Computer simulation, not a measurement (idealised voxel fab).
The document below concerns the process module designated voxel capacitor over wiring.
Pictured: cross-section cut, 240 nm wide, on a grid of 5 nm square cells.
Each cross-section below is a grid of square cells, stated as bands in top-down order, with one or more rows of cells making up each band.
Band entry format. Leading values: height of top, height of bottom, nm. Remainder: materials in left-to-right order, each with its width in nm. Special words: "everywhere" on a single material, which then fills the band edge to edge; "blank", empty space.
Height is counted from the level 0, under which the received wafer is composed throughout of one material. The lowest of the bands is not closed at the bottom but continues downward, in the notation "0..down".
The expression "30->40" gives the width at the extremes of the band, the first number at its top row of cells and the second at its bottom row, with the width changing by equal amounts from each row to the next in between.
The cross-section has no changed cell in any step marked "nothing changed".
"Fully sealed voids" lists enclosed empty spaces (at least 8 cells, no open path upward to the top), each as width x height at distance from the left edge, in nm.
Post-settings text on a step line: simulator's own remark regarding the step.
"overlay nm", when on a step's line for a step with a mask, measures how far to the right of its planned place the mask lay; a negative measure means to the left.
### Process steps foreseen in the plan
1) RECEIVE | material Si
2) CONFORMAL_DEP | material SiO2 | thk nm 15
3) DIRECTIONAL_DEP | material TiN | thk nm 5
4) DIRECTIONAL_DEP | material W | thk nm 15
5) MASKED_ETCH | tone cover | mask id METAL_1 | width nm 30 | pitch nm 90 | etch materials W | depth nm 15 | overlay nm 0
6) MASKED_ETCH | tone cover | mask id METAL_1 | width nm 30 | pitch nm 90 | etch materials TiN | depth nm 5 | overlay nm 0
7) FILL_DEP | material SiO2 | thk nm 5
8) CMP | height nm 35
9) CONFORMAL_DEP | material SiCN | thk nm 5
10) DIRECTIONAL_DEP | material SiO2 | thk nm 20
11) DIRECTIONAL_DEP | material aC | thk nm 10
12) PATTERN | tone open | mask id PLUG_1 | material resist | width nm 15 | thk nm 30 | overlay nm 0
13) DIRECTIONAL_ETCH | etch materials aC | depth nm 10
14) STRIP | etch materials resist
15) DIRECTIONAL_ETCH | etch materials SiO2 | depth nm 20
16) DIRECTIONAL_ETCH | etch materials SiCN | depth nm 5
17) STRIP | etch materials aC
18) EPI | material Ru | thk nm 10
19) EPI | material Ru | thk nm 10
20) EPI | material Ru | thk nm 5
21) DIRECTIONAL_DEP | material TiN | thk nm 5
22) DIRECTIONAL_DEP | material SiN | thk nm 5
23) DIRECTIONAL_DEP | material TiN | thk nm 5
24) MASKED_ETCH | tone cover | mask id UPPER_PLATE | width nm 65 | etch materials TiN | depth nm 5 | overlay nm 0
25) MASKED_ETCH | tone cover | mask id UPPER_PLATE | width nm 65 | etch materials SiN | depth nm 5 | overlay nm 0
26) MASKED_ETCH | tone cover | mask id LOWER_PLATE | width nm 75 | etch materials TiN | depth nm 5 | overlay nm 0
27) FILL_DEP | material SiO2 | thk nm 20
28) CMP | height nm 90
29) DIRECTIONAL_DEP | material aC | thk nm 10
30) PATTERN | tone open | mask id PLUG_2 | material resist | width nm 15 | thk nm 30 | overlay nm 0
31) DIRECTIONAL_ETCH | etch materials aC | depth nm 10
32) STRIP | etch materials resist
33) DIRECTIONAL_ETCH | etch materials SiO2 | depth nm 15
34) STRIP | etch materials aC
35) CONFORMAL_DEP | material TiN | thk nm 5
36) FILL_DEP | material W | thk nm 5
37) CMP | height nm 90
38) CONFORMAL_DEP | material SiCN | thk nm 5
### Cross-section of the wafer at receipt, which is the condition after step 1
0..down: Si everywhere
Fully sealed voids: none
### The module was run from the start shown above using the plan shown above, but one mistake was made doing it; the resulting wafer cross-section is below
95..90: SiCN everywhere
90..80: SiO2 (85) | TiN (5) | W (5) | TiN (5) | SiO2 (140)
80..75: SiO2 (85) | TiN (15) | SiO2 (140)
75..70: SiO2 (75) | SiN (65) | SiO2 (100)
70..65: SiO2 (70) | TiN (75) | SiO2 (95)
65..60: TiN everywhere
60..40: SiO2 (75) | Ru (15) | SiO2 (150)
40..35: SiCN (75) | Ru (15) | SiCN (150)
35..20: SiO2 (60) | W (30) | SiO2 (60) | W (30) | SiO2 (60)
20..15: SiO2 (60) | TiN (30) | SiO2 (60) | TiN (30) | SiO2 (60)
15..0: SiO2 everywhere
0..down: Si everywhere
Fully sealed voids: none
The mistake made against the process plan was this: steps 22 and 23 were swapped
